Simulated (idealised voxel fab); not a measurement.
process module | voxel wiring stack
cross-section cut | 220 nm wide | cells 5 nm
A cross-section is a grid of square cells, given in bands from the top down. A band is one or more rows of cells.
Each band's line starts with the height of the band's top and of its bottom, in nm. Then come its materials from left to right, each with its width in nm. One material with "throughout" fills the band from edge to edge. "air" is empty space.
Height 0 is the level under which the wafer as received is all one material. The lowest band goes on downwards, as in "0 down".
A width such as "30 to 40" changes by the same amount from each row of cells to the next, from the band's top row to its bottom row.
"no change" after a step means that no cell of the cross-section changed.
closed voids: empty space of 8 cells or more with no open way to the top, each as width x height at its distance from the left edge, in nm
after a step's settings: what the simulator itself notes on the step
overlay nm, on a step with a mask: how far to the right of its planned place the mask lay; to the left if negative
plan
1 op RECEIVE | material Si
2 op CONFORMAL_DEP | material SiO2 | thk nm 15
3 op CONFORMAL_DEP | material SiN | thk nm 5
4 op DIRECTIONAL_DEP | material SiO2 | thk nm 25
5 op PATTERN | tone open | mask id METAL_1 | material resist | width nm 25 | pitch nm 50 | thk nm 20 | overlay nm 0
6 op DIRECTIONAL_ETCH | etch materials SiO2 | depth nm 25
7 op DIRECTIONAL_ETCH | etch materials SiN | depth nm 5
8 op STRIP | etch materials resist
9 op CONFORMAL_DEP | material TiN | thk nm 5
10 op FILL_DEP | material W | thk nm 5
11 op CMP | height nm 45
12 op CONFORMAL_DEP | material SiCN | thk nm 5
13 op DIRECTIONAL_DEP | material SiO2 | thk nm 10
14 op PATTERN | tone open | mask id PLUG_1 | material resist | width nm 15 | pitch nm 50 | thk nm 20 | overlay nm 0
15 op DIRECTIONAL_ETCH | etch materials SiO2 | depth nm 10
16 op DIRECTIONAL_ETCH | etch materials SiCN | depth nm 5
17 op STRIP | etch materials resist
18 op EPI | material Ru | thk nm 10
19 op EPI | material Ru | thk nm 5
20 op DIRECTIONAL_DEP | material TiN | thk nm 5
21 op DIRECTIONAL_DEP | material Ru | thk nm 25
22 op PATTERN | tone cover | mask id METAL_2 | material resist | width nm 25 | pitch nm 50 | thk nm 15 | overlay nm 0
23 op DIRECTIONAL_ETCH | etch materials Ru | depth nm 25
24 op DIRECTIONAL_ETCH | etch materials TiN | depth nm 5
25 op STRIP | etch materials resist
26 op FILL_DEP | material SiO2 | thk nm 10
27 op CMP | height nm 90
28 op CONFORMAL_DEP | material SiN | thk nm 5
as received, after step 1
  0 down: Si throughout
  closed voids: none
first wafer at the end, as planned
  95 to 90: SiN throughout
  90 to 65: SiO2 70 | Ru 25 | SiO2 25 | Ru 25 | SiO2 75
  65 to 60: SiO2 70 | TiN 25 | SiO2 25 | TiN 25 | SiO2 75
  60 to 50: SiO2 70 | Ru 15 | SiO2 35 | Ru 15 | SiO2 85
  50 to 45: SiCN 70 | Ru 15 | SiCN 35 | Ru 15 | SiCN 85
  45 to 20: SiO2 70 | TiN 5 | W 15 | TiN 5 | SiO2 25 | TiN 5 | W 15 | TiN 5 | SiO2 75
  20 to 15: SiN 70 | TiN 25 | SiN 25 | TiN 25 | SiN 75
  15 to 0: SiO2 throughout
  0 down: Si throughout
  closed voids: none
second wafer at the end: like start, like plan, one mistake
  95 to 90: SiN throughout
  90 to 85: SiO2 throughout
  85 to 65: SiO2 70 | Ru 25 | SiO2 25 | Ru 25 | SiO2 75
  65 to 60: SiO2 70 | TiN 25 | SiO2 25 | TiN 25 | SiO2 75
  60 to 50: SiO2 70 | Ru 15 | SiO2 35 | Ru 15 | SiO2 85
  50 to 45: SiCN 70 | Ru 15 | SiCN 35 | Ru 15 | SiCN 85
  45 to 20: SiO2 70 | TiN 5 | W 15 | TiN 5 | SiO2 25 | TiN 5 | W 15 | TiN 5 | SiO2 75
  20 to 15: SiN 70 | TiN 25 | SiN 25 | TiN 25 | SiN 75
  15 to 0: SiO2 throughout
  0 down: Si throughout
  closed voids: none
what went wrong: step 21 ran as: op DIRECTIONAL_DEP | material Ru | thk nm 20
at the end the second wafer has, in cells: 10 fewer of Ru | 10 more of SiO2
